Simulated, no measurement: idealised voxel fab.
process module | voxel self aligned vias
cross-section cut | 170 nm wide | cells 5 nm
A cross-section is a grid of square cells, given in bands from the top down. A band is one or more rows of cells.
Each band's line starts with the height of the band's top and of its bottom, in nm. Then come its materials from left to right, each with its width in nm. One material with "throughout" fills the band from edge to edge. "air" is empty space.
Height 0 is the level under which the wafer as received is all one material. The lowest band goes on downwards, as in "0 down".
A width such as "30 to 40" changes by the same amount from each row of cells to the next, from the band's top row to its bottom row.
"no change" after a step means that no cell of the cross-section changed.
closed voids: empty space of 8 cells or more with no open way to the top, each as width x height at its distance from the left edge, in nm
after a step's settings: what the simulator itself notes on the step
overlay nm, on a step with a mask: how far to the right of its planned place the mask lay; to the left if negative
plan
1 op RECEIVE | material Si
2 op CONFORMAL_DEP | material SiO2 | thk nm 10
3 op CONFORMAL_DEP | material SiCN | thk nm 5
4 op DIRECTIONAL_DEP | material lowk | thk nm 20
5 op MASKED_ETCH | tone open | mask id LINES | width nm 30 | pitch nm 80 | etch materials lowk | depth nm 20 | overlay nm 0
6 op CONFORMAL_DEP | material TiN | thk nm 5
7 op FILL_DEP | material Ru | thk nm 10
8 op CMP | height nm 35
9 op SELECTIVE_ETCH | etch materials W Ru TiN | depth nm 5
10 op FILL_DEP | material SiN | thk nm 5
11 op CMP | height nm 35
12 op DIRECTIONAL_DEP | material lowk | thk nm 20
13 op DIRECTIONAL_DEP | material aC | thk nm 10
14 op PATTERN | tone open | mask id VIAS | material resist | width nm 50 | thk nm 30 | overlay nm 0
15 op DIRECTIONAL_ETCH | etch materials aC | depth nm 10
16 op STRIP | etch materials resist
17 op DIRECTIONAL_ETCH | etch materials lowk | depth nm 20
18 op DIRECTIONAL_ETCH | etch materials SiN | depth nm 5
19 op STRIP | etch materials aC
20 op CONFORMAL_DEP | material TiN | thk nm 5
21 op FILL_DEP | material Ru | thk nm 10
22 op CMP | height nm 55
23 op CONFORMAL_DEP | material SiCN | thk nm 5
as received, after step 1
  0 down: Si throughout
  closed voids: none
first wafer at the end, as planned
  60 to 55: SiCN throughout
  55 to 40: lowk 20 | TiN 5 | Ru 40 | TiN 5 | lowk 100
  40 to 35: lowk 20 | TiN 15 | Ru 20 | TiN 15 | lowk 100
  35 to 30: lowk 30 | TiN 30 | lowk 50 | SiN 30 | lowk 30
  30 to 20: lowk 30 | TiN 5 | Ru 20 | TiN 5 | lowk 50 | TiN 5 | Ru 20 | TiN 5 | lowk 30
  20 to 15: lowk 30 | TiN 30 | lowk 50 | TiN 30 | lowk 30
  15 to 10: SiCN throughout
  10 to 0: SiO2 throughout
  0 down: Si throughout
  closed voids: none
second wafer at the end: like start, like plan, one mistake
  60 to 55: SiCN throughout
  55 to 35: lowk 20 | TiN 5 | Ru 40 | TiN 5 | lowk 100
  35 to 30: lowk 20 | TiN 50 | lowk 40 | SiN 30 | lowk 30
  30 to 20: lowk 20 | TiN 15 | Ru 20 | TiN 15 | lowk 40 | TiN 5 | Ru 20 | TiN 5 | lowk 30
  20 to 15: lowk 20 | TiN 50 | lowk 40 | TiN 30 | lowk 30
  15 to 10: SiCN throughout
  10 to 0: SiO2 throughout
  0 down: Si throughout
  closed voids: none
what went wrong: step 17 was run twice
at the end the second wafer has, in cells: 4 more of Ru | 12 more of TiN | 16 fewer of lowk
